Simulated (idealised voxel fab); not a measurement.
The following process module bears the name voxel released beams.
The width of the displayed cross-section, cut, is 240 nm; its cells are square, with a size of 5 nm.
Square cells in a grid make up a cross-section in this document, and the grid is given as bands, listed from the top down, each one or more rows of cells.
Top, bottom (nm), then materials left to right with widths (nm); lone material tagged "edge to edge" fills the whole band edge to edge; "empty" = empty space.
Heights from 0 (as-received wafer is one material below). Bottom band endless downward, as "top 0, no bottom".
The two numbers in a width such as "30..40" mark its ends across the band: the first belongs to the top row of cells, the second to the bottom row, and from each row to the next the width moves by the same amount.
No cell of the cross-section changed in a step that is given as "nothing got changed".
Closed-off voids of 8+ cells (no open route to the top) go in "Enclosed internal voids", written width x height at distance from the left edge, in nm.
Whatever follows a step's settings on its line is a remark the simulator itself makes about that step.
overlay nm: mask right of planned place by this much (step with mask). Neg. = left.

This section lists the process steps that were planned
step 1: RECEIVE | material Si
step 2: CONFORMAL_DEP | material Al2O3 | thk nm 10
step 3: DIRECTIONAL_DEP | material SiO2 | thk nm 10
step 4: DIRECTIONAL_DEP | material aC | thk nm 15
step 5: PATTERN | tone open | mask id ANCHOR | material resist | width nm 45 | thk nm 35 | overlay nm 0
step 6: DIRECTIONAL_ETCH | etch materials aC | depth nm 15
step 7: STRIP | etch materials resist
step 8: DIRECTIONAL_ETCH | etch materials SiO2 | depth nm 10
step 9: STRIP | etch materials aC
step 10: CONFORMAL_DEP | material W | thk nm 15
step 11: DIRECTIONAL_DEP | material aC | thk nm 15
step 12: PATTERN | tone cover | mask id BEAM | material resist | width nm 110 | thk nm 30 | overlay nm 0
step 13: DIRECTIONAL_ETCH | etch materials aC | depth nm 15
step 14: STRIP | etch materials resist
step 15: DIRECTIONAL_ETCH | etch materials W | depth nm 15
step 16: STRIP | etch materials aC
step 17: STRIP | etch materials SiO2

First wafer of two (run as planned)

Cross-section: wafer on arrival = after step 1
* top 0, no bottom: Si edge to edge
* Enclosed internal voids: none

Step 2 complete: cross-section through the wafer
* top 10, bottom 0: Al2O3 edge to edge
* At heights below 0, the structure remains unaltered.

Step 3 complete: cross-section through the wafer
* top 20, bottom 10: SiO2 edge to edge
* At heights below 10, the structure remains unaltered.

Step 4 complete: cross-section through the wafer
* top 35, bottom 20: aC edge to edge
* At heights below 20, the structure remains unaltered.

Step 5 complete: cross-section through the wafer
* top 70, bottom 35: resist: 65, empty: 45, resist: 130
* At heights below 35, the structure remains unaltered.

Step 6 complete: cross-section through the wafer
* top 55, bottom 35: resist: 65, empty: 45, resist: 130
* top 35, bottom 20: aC: 65, empty: 45, aC: 130
* At heights below 20, the structure remains unaltered.

Step 7 complete: cross-section through the wafer
* top 35, bottom 20: aC: 65, empty: 45, aC: 130
* At heights below 20, the structure remains unaltered.

Step 8 complete: cross-section through the wafer
* top 35, bottom 20: aC: 65, empty: 45, aC: 130
* top 20, bottom 10: SiO2: 65, empty: 45, SiO2: 130
* At heights below 10, the structure remains unaltered.

Step 9 complete: cross-section through the wafer
* top 20, bottom 10: SiO2: 65, empty: 45, SiO2: 130
* At heights below 10, the structure remains unaltered.

Step 10 complete: cross-section through the wafer
* top 35, bottom 25: W: 80, empty: 15, W: 145
* top 25, bottom 20: W edge to edge
* top 20, bottom 10: SiO2: 65, W: 45, SiO2: 130
* At heights below 10, the structure remains unaltered.

Step 11 complete: cross-section through the wafer
* top 50, bottom 40: aC: 80, empty: 15, aC: 145
* top 40, bottom 35: aC edge to edge
* top 35, bottom 25: W: 80, aC: 15, W: 145
* At heights below 25, the structure remains unaltered.

Step 12 complete: cross-section through the wafer
* top 80, bottom 50: empty: 60, resist: 110, empty: 70
* top 50, bottom 40: aC: 80, resist: 15, aC: 145
* At heights below 40, the structure remains unaltered.

Step 13 complete: cross-section through the wafer
* top 65, bottom 50: empty: 60, resist: 110, empty: 70
* top 50, bottom 40: empty: 60, aC: 20, resist: 15, aC: 75, empty: 70
* top 40, bottom 35: empty: 60, aC: 110, empty: 70
* At heights below 35, the structure remains unaltered.

Step 14 complete: cross-section through the wafer
* top 50, bottom 40: empty: 60, aC: 20, empty: 15, aC: 75, empty: 70
* At heights below 40, the structure remains unaltered.

Step 15 complete: cross-section through the wafer
* top 50, bottom 40: empty: 60, aC: 20, empty: 15, aC: 75, empty: 70
* top 40, bottom 35: empty: 60, aC: 110, empty: 70
* top 35, bottom 25: empty: 60, W: 20, aC: 15, W: 75, empty: 70
* top 25, bottom 20: empty: 60, W: 110, empty: 70
* At heights below 20, the structure remains unaltered.

Step 16 complete: cross-section through the wafer
* top 35, bottom 25: empty: 60, W: 20, empty: 15, W: 75, empty: 70
* At heights below 25, the structure remains unaltered.

Step 17 complete: cross-section through the wafer
* top 35, bottom 25: empty: 60, W: 20, empty: 15, W: 75, empty: 70
* top 25, bottom 20: empty: 60, W: 110, empty: 70
* top 20, bottom 10: empty: 65, W: 45, empty: 130
* At heights below 10, the structure remains unaltered.

Wafer two of two - same starting point, same process plan, one mistake in execution; matches wafer one up to and including step 1

The second wafer cut through, at the time step 2 was supposed to be finished
* top 10, bottom 0: SiO2 edge to edge
* At heights below 0, the structure remains unaltered.

The second wafer cut through, at the time step 3 was supposed to be finished
* top 20, bottom 10: Al2O3 edge to edge
* At heights below 10, the structure remains unaltered.

The second wafer cut through, at the time step 4 was supposed to be finished
* top 35, bottom 20: aC edge to edge
* At heights below 20, the structure remains unaltered.

The second wafer cut through, at the time step 5 was supposed to be finished
* top 70, bottom 35: resist: 65, empty: 45, resist: 130
* At heights below 35, the structure remains unaltered.

The second wafer cut through, at the time step 6 was supposed to be finished
* top 55, bottom 35: resist: 65, empty: 45, resist: 130
* top 35, bottom 20: aC: 65, empty: 45, aC: 130
* At heights below 20, the structure remains unaltered.

The second wafer cut through, at the time step 7 was supposed to be finished
* top 35, bottom 20: aC: 65, empty: 45, aC: 130
* At heights below 20, the structure remains unaltered.

The second wafer cut through, at the time step 8 was supposed to be finished: nothing got changed

The second wafer cut through, at the time step 9 was supposed to be finished
* top 20, bottom 10: Al2O3 edge to edge
* At heights below 10, the structure remains unaltered.

The second wafer cut through, at the time step 10 was supposed to be finished
* top 35, bottom 20: W edge to edge
* At heights below 20, the structure remains unaltered.

The second wafer cut through, at the time step 11 was supposed to be finished
* top 50, bottom 35: aC edge to edge
* At heights below 35, the structure remains unaltered.

The second wafer cut through, at the time step 12 was supposed to be finished
* top 80, bottom 50: empty: 60, resist: 110, empty: 70
* At heights below 50, the structure remains unaltered.

The second wafer cut through, at the time step 13 was supposed to be finished
* top 65, bottom 50: empty: 60, resist: 110, empty: 70
* top 50, bottom 35: empty: 60, aC: 110, empty: 70
* At heights below 35, the structure remains unaltered.

The second wafer cut through, at the time step 14 was supposed to be finished
* top 50, bottom 35: empty: 60, aC: 110, empty: 70
* At heights below 35, the structure remains unaltered.

The second wafer cut through, at the time step 15 was supposed to be finished
* top 50, bottom 35: empty: 60, aC: 110, empty: 70
* top 35, bottom 20: empty: 60, W: 110, empty: 70
* At heights below 20, the structure remains unaltered.

The second wafer cut through, at the time step 16 was supposed to be finished
* top 35, bottom 20: empty: 60, W: 110, empty: 70
* At heights below 20, the structure remains unaltered.

The second wafer cut through, at the time step 17 was supposed to be finished: nothing got changed
Short version of what went wrong: step 2 ran in the slot meant for step 3, and vice versa
It is noted that, at the conclusion of processing, the second wafer exhibits a higher or lower cell count for certain materials relative to the first: SiO2: 96 more | W: 12 fewer
